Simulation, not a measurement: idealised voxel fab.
Process module name: voxel ribs on slabs
Displayed cross-section: cut, width of 200 nm, square cells sized 5 nm.
Think of the cross-section as a grid of square cells. We describe it in bands, top to bottom, and each band covers one or more rows of those cells.
Band: top height; bottom height; in nm. Then, left to right: material with width in nm, for each material. "all across": a single material spanning edge to edge. "air": empty space.
Height is counted from the level 0, under which the received wafer is composed throughout of one material. The lowest of the bands is not closed at the bottom but continues downward, in the notation "z 0 and below".
The two numbers in a width such as "30..40" mark its ends across the band: the first belongs to the top row of cells, the second to the bottom row, and from each row to the next the width moves by the same amount.
Given "stayed the same" for a step, no cell of the cross-section differs between before and after that step.
Any empty space of 8 cells or more lacking an open way to the top shows up in "Enclosed void inventory" as width x height at distance, distance from the left edge, in nm.
Past the settings on a step's line: simulator remark, on that step.
"overlay nm" denotes, for a step that has a mask, the displacement of the mask to the right of its planned place, with negative values corresponding to the left.

THIS SECTION LISTS THE PROCESS STEPS THAT WERE PLANNED
- 1: RECEIVE: material Si
- 2: DIRECTIONAL_DEP: material SiO2, thk nm 25
- 3: DIRECTIONAL_DEP: material polySi, thk nm 15
- 4: MASKED_ETCH: tone cover, mask id RIB, width nm 20, etch materials polySi, depth nm 10, overlay nm 0
- 5: MASKED_ETCH: tone cover, mask id SLAB, width nm 60, etch materials polySi, depth nm 5, overlay nm 0
- 6: FILL_DEP: material SiO2, thk nm 20
- 7: CMP: height nm 55
- 8: DIRECTIONAL_DEP: material TiN, thk nm 5
- 9: PATTERN: tone cover, mask id HEATER, material resist, width nm 30, thk nm 15, overlay nm 0
- 10: DIRECTIONAL_ETCH: etch materials TiN, depth nm 5
- 11: STRIP: etch materials resist
- 12: CONFORMAL_DEP: material SiN, thk nm 10

AS-RECEIVED WAFER CROSS-SECTION (AFTER STEP 1)
	z 0 and below  Si all across
	Enclosed void inventory: none

FIRST OF TWO WAFERS, END-OF-MODULE SECTION, RUN FOLLOWED PLAN
	z 70 to 65  air: 75, SiN: 50, air: 75
	z 65 to 60  SiN all across
	z 60 to 55  SiN: 85, TiN: 30, SiN: 85
	z 55 to 40  SiO2 all across
	z 40 to 30  SiO2: 90, polySi: 20, SiO2: 90
	z 30 to 25  SiO2: 70, polySi: 60, SiO2: 70
	z 25 to 0  SiO2 all across
	z 0 and below  Si all across
	Enclosed void inventory: none

WAFER TWO (OF TWO), END-OF-MODULE CROSS-SECTION: START = WAFER ONE, PLAN = WAFER ONE, ONE RUN MISTAKE
	z 70 to 65  air: 75, SiN: 50, air: 75
	z 65 to 60  SiN all across
	z 60 to 55  SiN: 85, TiN: 30, SiN: 85
	z 55 to 40  SiO2 all across
	z 40 to 30  SiO2: 90, polySi: 20, SiO2: 90
	z 30 to 25  SiO2: 80, polySi: 60, SiO2: 60
	z 25 to 0  SiO2 all across
	z 0 and below  Si all across
	Enclosed void inventory: none
Diagnosis: contrary to plan, step 5 was performed as MASKED_ETCH: tone cover, mask id SLAB, width nm 60, etch materials polySi, depth nm 5, overlay nm 10
By the end, you'd get the same cell count for each material on either wafer, but the second wafer puts them somewhere else.
